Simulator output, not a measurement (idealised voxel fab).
The process module presented herein is designated voxel gate over fins.
This is section cut - it's 260 nm across, gridded in 5 nm square cells.
For the purposes of this document, a cross-section shall be understood as a grid of square cells, specified as bands listed in top-to-bottom order, each band consisting of one or more rows of cells. Within each band entry, the heights of the top and of the bottom of the band appear first, in that order and in nm; the materials of the band then follow from left to right, each with its corresponding width in nm. The designation "throughout" on a single material indicates that it fills the band from edge to edge; the designation "empty" indicates empty space. Counting heights begins at 0, where everything beneath is, in the wafer as received, one material. The lowest band has no bottom; it goes on downwards, as "0 -> down" shows. The expression "30->40" gives the width at the extremes of the band, the first number at its top row of cells and the second at its bottom row, with the width changing by equal amounts from each row to the next in between. Any step labelled "no change occurred" changed none of the cells in the cross-section. Entry "Sealed-off cavities". Content: empty spaces with no open connection to the top, size 8 cells or greater. Each: width x height at distance. Distance: from left edge. Unit: nm. The remark found on a step's line after its settings is issued by the simulator itself and pertains to that step. The "overlay nm" setting may appear on a step's line; for a step that uses a mask, it gives how far to the right of its planned position the mask lay, and a negative value indicates the left.
**The planned process steps are enumerated hereunder**
step 1: RECEIVE (material Si)
step 2: CONFORMAL_DEP (material SiN; thk nm 5)
step 3: MASKED_ETCH (tone cover; mask id FINS; width nm 15; pitch nm 45; etch materials SiN; depth nm 5; overlay nm 0)
step 4: MASKED_ETCH (tone cover; mask id FINS; width nm 15; pitch nm 45; etch materials Si; depth nm 35; overlay nm 0)
step 5: FILL_DEP (material SiO2; thk nm 10)
step 6: CMP (height nm 5)
step 7: SELECTIVE_ETCH (etch materials SiO2; depth nm 15)
step 8: STRIP (etch materials SiN)
step 9: CONFORMAL_DEP (material HfO2; thk nm 5)
step 10: CONFORMAL_DEP (material TiN; thk nm 5)
step 11: FILL_DEP (material W; thk nm 10)
step 12: CMP (height nm 15)
step 13: CONFORMAL_DEP (material SiCN; thk nm 5)
**Step 1 complete: cross-section of the wafer as received**
    0 -> down = Si throughout
    Sealed-off cavities: none
**Look at the cross-section after the module: the wafer started out the way shown above and the plan was the one shown above, yet one mistake was made along the way**
    20 -> 15 = SiCN throughout
    15 -> 10 = W throughout
    10 -> 5 = W=45  TiN=35  W=10  TiN=35  W=10  TiN=35  W=10  TiN=35  W=45
    5 -> 0 = W=45  TiN=5  HfO2=25  TiN=5  W=10  TiN=5  HfO2=25  TiN=5  W=10  TiN=5  HfO2=25  TiN=5  W=10  TiN=5  HfO2=25  TiN=5  W=45
    0 -> -15 = W=45  TiN=5  HfO2=5  Si=15  HfO2=5  TiN=5  W=10  TiN=5  HfO2=5  Si=15  HfO2=5  TiN=5  W=10  TiN=5  HfO2=5  Si=15  HfO2=5  TiN=5  W=10  TiN=5  HfO2=5  Si=15  HfO2=5  TiN=5  W=45
    -15 -> -20 = TiN=50  HfO2=5  Si=15  HfO2=5  TiN=20  HfO2=5  Si=15  HfO2=5  TiN=20  HfO2=5  Si=15  HfO2=5  TiN=20  HfO2=5  Si=15  HfO2=5  TiN=50
    -20 -> -25 = HfO2=55  Si=15  HfO2=30  Si=15  HfO2=30  Si=15  HfO2=30  Si=15  HfO2=55
    -25 -> -35 = SiO2=55  Si=15  SiO2=30  Si=15  SiO2=30  Si=15  SiO2=30  Si=15  SiO2=55
    -35 -> down = Si throughout
    Sealed-off cavities: none
So what did we get wrong on this run? twice, step 7 of the plan was run
